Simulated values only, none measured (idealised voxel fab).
process module | voxel double patterning
cross-section cut | 190 nm wide | cells 5 nm
A cross-section is a grid of square cells, given in bands from the top down. A band is one or more rows of cells.
Each band's line starts with the height of the band's top and of its bottom, in nm. Then come its materials from left to right, each with its width in nm. One material with "throughout" fills the band from edge to edge. "air" is empty space.
Height 0 is the level under which the wafer as received is all one material. The lowest band goes on downwards, as in "0 down".
A width such as "30 to 40" changes by the same amount from each row of cells to the next, from the band's top row to its bottom row.
"no change" after a step means that no cell of the cross-section changed.
closed voids: empty space of 8 cells or more with no open way to the top, each as width x height at its distance from the left edge, in nm
after a step's settings: what the simulator itself notes on the step
overlay nm, on a step with a mask: how far to the right of its planned place the mask lay; to the left if negative
plan
1 op RECEIVE | material Si
2 op CONFORMAL_DEP | material SiO2 | thk nm 10
3 op DIRECTIONAL_DEP | material polySi | thk nm 10
4 op DIRECTIONAL_DEP | material SiCN | thk nm 10
5 op PATTERN | tone open | mask id FIRST | material resist | width nm 15 | pitch nm 50 | thk nm 20 | overlay nm 0
6 op DIRECTIONAL_ETCH | etch materials SiCN | depth nm 10
7 op STRIP | etch materials resist
8 op MASKED_ETCH | tone open | mask id SECOND | width nm 15 | etch materials SiCN | depth nm 10 | overlay nm 0
9 op DIRECTIONAL_ETCH | etch materials polySi | depth nm 10
10 op STRIP | etch materials SiCN
first wafer, as planned
as received, after step 1
  0 down: Si throughout
  closed voids: none
after step 2
  10 to 0: SiO2 throughout
  below 0: unchanged
after step 3
  20 to 10: polySi throughout
  below 10: unchanged
after step 4
  30 to 20: SiCN throughout
  below 20: unchanged
after step 5
  50 to 30: resist 60 | air 15 | resist 35 | air 15 | resist 65
  below 30: unchanged
after step 6
  50 to 30: resist 60 | air 15 | resist 35 | air 15 | resist 65
  30 to 20: SiCN 60 | air 15 | SiCN 35 | air 15 | SiCN 65
  below 20: unchanged
after step 7
  30 to 20: SiCN 60 | air 15 | SiCN 35 | air 15 | SiCN 65
  below 20: unchanged
after step 8
  30 to 20: SiCN 60 | air 15 | SiCN 10 | air 15 | SiCN 10 | air 15 | SiCN 65
  below 20: unchanged
after step 9
  30 to 20: SiCN 60 | air 15 | SiCN 10 | air 15 | SiCN 10 | air 15 | SiCN 65
  20 to 10: polySi 60 | air 15 | polySi 10 | air 15 | polySi 10 | air 15 | polySi 65
  below 10: unchanged
after step 10
  20 to 10: polySi 60 | air 15 | polySi 10 | air 15 | polySi 10 | air 15 | polySi 65
  below 10: unchanged
second wafer: like start, like plan, one mistake. Through step 1 it matches the first wafer
when step 2 should have ended
  5 to 0: SiO2 throughout
  below 0: unchanged
when step 3 should have ended
  15 to 5: polySi throughout
  below 5: unchanged
when step 4 should have ended
  25 to 15: SiCN throughout
  below 15: unchanged
when step 5 should have ended
  45 to 25: resist 60 | air 15 | resist 35 | air 15 | resist 65
  below 25: unchanged
when step 6 should have ended
  45 to 25: resist 60 | air 15 | resist 35 | air 15 | resist 65
  25 to 15: SiCN 60 | air 15 | SiCN 35 | air 15 | SiCN 65
  below 15: unchanged
when step 7 should have ended
  25 to 15: SiCN 60 | air 15 | SiCN 35 | air 15 | SiCN 65
  below 15: unchanged
when step 8 should have ended
  25 to 15: SiCN 60 | air 15 | SiCN 10 | air 15 | SiCN 10 | air 15 | SiCN 65
  below 15: unchanged
when step 9 should have ended
  25 to 15: SiCN 60 | air 15 | SiCN 10 | air 15 | SiCN 10 | air 15 | SiCN 65
  15 to 5: polySi 60 | air 15 | polySi 10 | air 15 | polySi 10 | air 15 | polySi 65
  below 5: unchanged
when step 10 should have ended
  15 to 5: polySi 60 | air 15 | polySi 10 | air 15 | polySi 10 | air 15 | polySi 65
  below 5: unchanged
what went wrong: step 2 ran as: op CONFORMAL_DEP | material SiO2 | thk nm 5
at the end the second wafer has, in cells: 38 fewer of SiO2
